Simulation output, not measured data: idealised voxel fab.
process module | voxel wiring stack
For reference, the cross-section in this document is cut, with width 260 nm and square cells of 5 nm.
Think of the cross-section as a grid of square cells. We describe it in bands, top to bottom, and each band covers one or more rows of those cells.
Band: top and bottom heights (nm) first, top before bottom; then materials from left to right, widths in nm. "edge to edge" marks a sole material filling the band edge to edge. "air" denotes empty space.
Measure heights from 0. That's the level where, below it, the as-received wafer is all one material. The lowest band is bottomless and extends downward; write it as in "0..down".
When a width is written as two numbers, as in "30..40", the first number is the width in the top row of cells of the band and the second is the width in its bottom row, and the width changes by the same amount from each row to the next.
A step reported as "nothing got changed" is a step in which no cell of the cross-section changed.
You'll see "Listed closed voids" listing empty spaces that have no way open to the top, as long as they're 8 cells or more; the notation is width x height at distance, where the distance is from the left edge, and all of it is in nm.
On a step's line, text after the settings is the simulator commenting on that step.
What "overlay nm" on a step's line means: if the step has a mask, that mask lay this far to the right of its planned place, or, when the value is negative, to the left.
[This section lists the process steps that were planned]
1,RECEIVE (material Si)
2,CONFORMAL_DEP (material SiO2; thk nm 10)
3,DIRECTIONAL_DEP (material TiN; thk nm 5)
4,DIRECTIONAL_DEP (material Ru; thk nm 20)
5,PATTERN (tone cover; mask id METAL_1; material resist; width nm 30; pitch nm 50; thk nm 20; overlay nm 0)
6,DIRECTIONAL_ETCH (etch materials Ru; depth nm 20)
7,DIRECTIONAL_ETCH (etch materials TiN; depth nm 5)
8,STRIP (etch materials resist)
9,FILL_DEP (material SiO2; thk nm 5)
10,CMP (height nm 35)
11,CONFORMAL_DEP (material SiCN; thk nm 5)
12,DIRECTIONAL_DEP (material SiO2; thk nm 10)
13,DIRECTIONAL_DEP (material aC; thk nm 10)
14,PATTERN (tone open; mask id PLUG_1; material resist; width nm 15; pitch nm 50; thk nm 25; overlay nm 0)
15,DIRECTIONAL_ETCH (etch materials aC; depth nm 10)
16,STRIP (etch materials resist)
17,DIRECTIONAL_ETCH (etch materials SiO2; depth nm 10)
18,DIRECTIONAL_ETCH (etch materials SiCN; depth nm 5)
19,STRIP (etch materials aC)
20,EPI (material Ru; thk nm 10)
21,EPI (material Ru; thk nm 5)
22,DIRECTIONAL_DEP (material TiN; thk nm 5)
23,DIRECTIONAL_DEP (material Ru; thk nm 25)
24,DIRECTIONAL_DEP (material aC; thk nm 10)
25,PATTERN (tone cover; mask id METAL_2; material resist; width nm 30; pitch nm 50; thk nm 30; overlay nm 0)
26,DIRECTIONAL_ETCH (etch materials aC; depth nm 10)
27,STRIP (etch materials resist)
28,DIRECTIONAL_ETCH (etch materials Ru; depth nm 25)
29,DIRECTIONAL_ETCH (etch materials TiN; depth nm 5)
30,STRIP (etch materials aC)
31,FILL_DEP (material SiO2; thk nm 10)
32,CMP (height nm 80)
33,CONFORMAL_DEP (material SiCN; thk nm 5)
34,DIRECTIONAL_DEP (material lowk; thk nm 25)
35,DIRECTIONAL_DEP (material aC; thk nm 15)
36,PATTERN (tone open; mask id METAL_3_HOLES; material resist; width nm 15; pitch nm 50; thk nm 35; overlay nm 0)
37,DIRECTIONAL_ETCH (etch materials aC; depth nm 15)
38,STRIP (etch materials resist)
39,DIRECTIONAL_ETCH (etch materials lowk; depth nm 25)
40,STRIP (etch materials aC)
41,DIRECTIONAL_DEP (material aC; thk nm 10)
42,PATTERN (tone open; mask id METAL_3; material resist; width nm 30; pitch nm 50; thk nm 25; overlay nm 0)
43,DIRECTIONAL_ETCH (etch materials aC; depth nm 10)
44,STRIP (etch materials resist)
45,DIRECTIONAL_ETCH (etch materials lowk; depth nm 15)
46,DIRECTIONAL_ETCH (etch materials SiCN; depth nm 5)
47,STRIP (etch materials aC)
48,CONFORMAL_DEP (material TiN; thk nm 5)
49,FILL_DEP (material Cu; thk nm 5)
50,CMP (height nm 110)
51,CONFORMAL_DEP (material SiCN; thk nm 5)
52,DIRECTIONAL_DEP (material SiO2; thk nm 15)
53,DIRECTIONAL_DEP (material aC; thk nm 10)
54,PATTERN (tone open; mask id PLUG_3; material resist; width nm 15; pitch nm 50; thk nm 25; overlay nm 0)
55,DIRECTIONAL_ETCH (etch materials aC; depth nm 10)
56,STRIP (etch materials resist)
57,DIRECTIONAL_ETCH (etch materials SiO2; depth nm 15)
58,DIRECTIONAL_ETCH (etch materials SiCN; depth nm 5)
59,STRIP (etch materials aC)
60,EPI (material Ru; thk nm 10)
61,EPI (material Ru; thk nm 10)
62,DIRECTIONAL_DEP (material TiN; thk nm 5)
63,DIRECTIONAL_DEP (material Ru; thk nm 20)
64,MASKED_ETCH (tone cover; mask id METAL_4; width nm 30; pitch nm 50; etch materials Ru; depth nm 20; overlay nm 0)
65,MASKED_ETCH (tone cover; mask id METAL_4; width nm 30; pitch nm 50; etch materials TiN; depth nm 5; overlay nm 0)
66,FILL_DEP (material SiO2; thk nm 5)
67,CMP (height nm 155)
68,CONFORMAL_DEP (material SiCN; thk nm 5)
[Cross-section of the incoming wafer, state after step 1]
0..down: Si edge to edge
Listed closed voids: none
[The module was run from the start shown above using the plan shown above, but one mistake was made doing it; the resulting wafer cross-section is below]
160..155: SiCN edge to edge
155..145: SiO2 40, then Ru 30, then SiO2 20, then Ru 30, then SiO2 20, then Ru 30, then SiO2 20, then Ru 30, then SiO2 40
145..140: SiO2 40, then TiN 25, then Ru 5, then SiO2 20, then TiN 25, then Ru 5, then SiO2 20, then TiN 25, then Ru 5, then SiO2 20, then TiN 25, then Ru 5, then SiO2 40
140..135: SiO2 30, then Ru 40, then SiO2 10, then Ru 40, then SiO2 10, then Ru 40, then SiO2 10, then Ru 40, then SiO2 40
135..130: SiO2 30, then Ru 35, then TiN 5, then SiO2 10, then Ru 35, then TiN 5, then SiO2 10, then Ru 35, then TiN 5, then SiO2 10, then Ru 35, then TiN 5, then SiO2 40
130..115: SiO2 40, then Ru 15, then SiO2 35, then Ru 15, then SiO2 35, then Ru 15, then SiO2 35, then Ru 15, then SiO2 55
115..110: SiCN 40, then Ru 15, then SiCN 35, then Ru 15, then SiCN 35, then Ru 15, then SiCN 35, then Ru 15, then SiCN 55
110..100: lowk 40, then TiN 5, then Cu 20, then TiN 5, then lowk 20, then TiN 5, then Cu 20, then TiN 5, then lowk 20, then TiN 5, then Cu 20, then TiN 5, then lowk 20, then TiN 5, then Cu 20, then TiN 5, then lowk 40
100..95: lowk 40, then TiN 5, then Cu 5, then TiN 20, then lowk 20, then TiN 5, then Cu 5, then TiN 20, then lowk 20, then TiN 5, then Cu 5, then TiN 20, then lowk 20, then TiN 5, then Cu 5, then TiN 20, then lowk 40
95..85: lowk 40, then TiN 5, then Cu 5, then TiN 5, then lowk 35, then TiN 5, then Cu 5, then TiN 5, then lowk 35, then TiN 5, then Cu 5, then TiN 5, then lowk 35, then TiN 5, then Cu 5, then TiN 5, then lowk 55
85..80: SiCN 40, then TiN 15, then SiCN 35, then TiN 15, then SiCN 35, then TiN 15, then SiCN 35, then TiN 15, then SiCN 55
80..55: SiO2 40, then Ru 30, then SiO2 20, then Ru 30, then SiO2 20, then Ru 30, then SiO2 20, then Ru 30, then SiO2 40
55..50: SiO2 40, then TiN 30, then SiO2 20, then TiN 30, then SiO2 20, then TiN 30, then SiO2 20, then TiN 30, then SiO2 40
50..40: SiO2 40, then Ru 15, then SiO2 35, then Ru 15, then SiO2 35, then Ru 15, then SiO2 35, then Ru 15, then SiO2 55
40..35: SiCN 40, then Ru 15, then SiCN 35, then Ru 15, then SiCN 35, then Ru 15, then SiCN 35, then Ru 15, then SiCN 55
35..15: SiO2 40, then Ru 30, then SiO2 20, then Ru 30, then SiO2 20, then Ru 30, then SiO2 20, then Ru 30, then SiO2 40
15..10: SiO2 40, then TiN 30, then SiO2 20, then TiN 30, then SiO2 20, then TiN 30, then SiO2 20, then TiN 30, then SiO2 40
10..0: SiO2 edge to edge
0..down: Si edge to edge
Listed closed voids: none
In executing the process, a mistake was made relative to the plan: an unidentifiable one of the identical steps 60 and 61 was run twice
